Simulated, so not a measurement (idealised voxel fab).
process module | voxel lift off
cross-section cut | 235 nm wide | cells 5 nm
A cross-section is a grid of square cells, given in bands from the top down. A band is one or more rows of cells.
Each band's line starts with the height of the band's top and of its bottom, in nm. Then come its materials from left to right, each with its width in nm. One material with "throughout" fills the band from edge to edge. "air" is empty space.
Height 0 is the level under which the wafer as received is all one material. The lowest band goes on downwards, as in "0 down".
A width such as "30 to 40" changes by the same amount from each row of cells to the next, from the band's top row to its bottom row.
"no change" after a step means that no cell of the cross-section changed.
closed voids: empty space of 8 cells or more with no open way to the top, each as width x height at its distance from the left edge, in nm
after a step's settings: what the simulator itself notes on the step
overlay nm, on a step with a mask: how far to the right of its planned place the mask lay; to the left if negative
plan
1 op RECEIVE | material Si
2 op CONFORMAL_DEP | material SiN | thk nm 10
3 op PATTERN | tone open | mask id LINES | material resist | width nm 25 | pitch nm 40 | thk nm 30 | overlay nm 0
4 op DIRECTIONAL_DEP | material Ru | thk nm 15
5 op STRIP | etch materials resist
6 op CONFORMAL_DEP | material SiCN | thk nm 10
as received, after step 1
  0 down: Si throughout
  closed voids: none
first wafer at the end, as planned
  35 to 25: air 75 | SiCN 85 | air 75
  25 to 20: air 75 | SiCN 10 | Ru 25 | SiCN 15 | Ru 25 | SiCN 10 | air 75
  20 to 10: SiCN 85 | Ru 25 | SiCN 15 | Ru 25 | SiCN 85
  10 to 0: SiN throughout
  0 down: Si throughout
  closed voids: none
second wafer at the end: like start, like plan, one mistake
  45 to 35: air 75 | SiCN 85 | air 75
  35 to 20: air 75 | SiCN 10 | Ru 25 | SiCN 15 | Ru 25 | SiCN 10 | air 75
  20 to 10: SiCN 85 | Ru 25 | SiCN 15 | Ru 25 | SiCN 85
  10 to 0: SiN throughout
  0 down: Si throughout
  closed voids: none
what went wrong: step 4 ran as: op DIRECTIONAL_DEP | material Ru | thk nm 25
at the end the second wafer has, in cells: 20 more of Ru | 14 more of SiCN
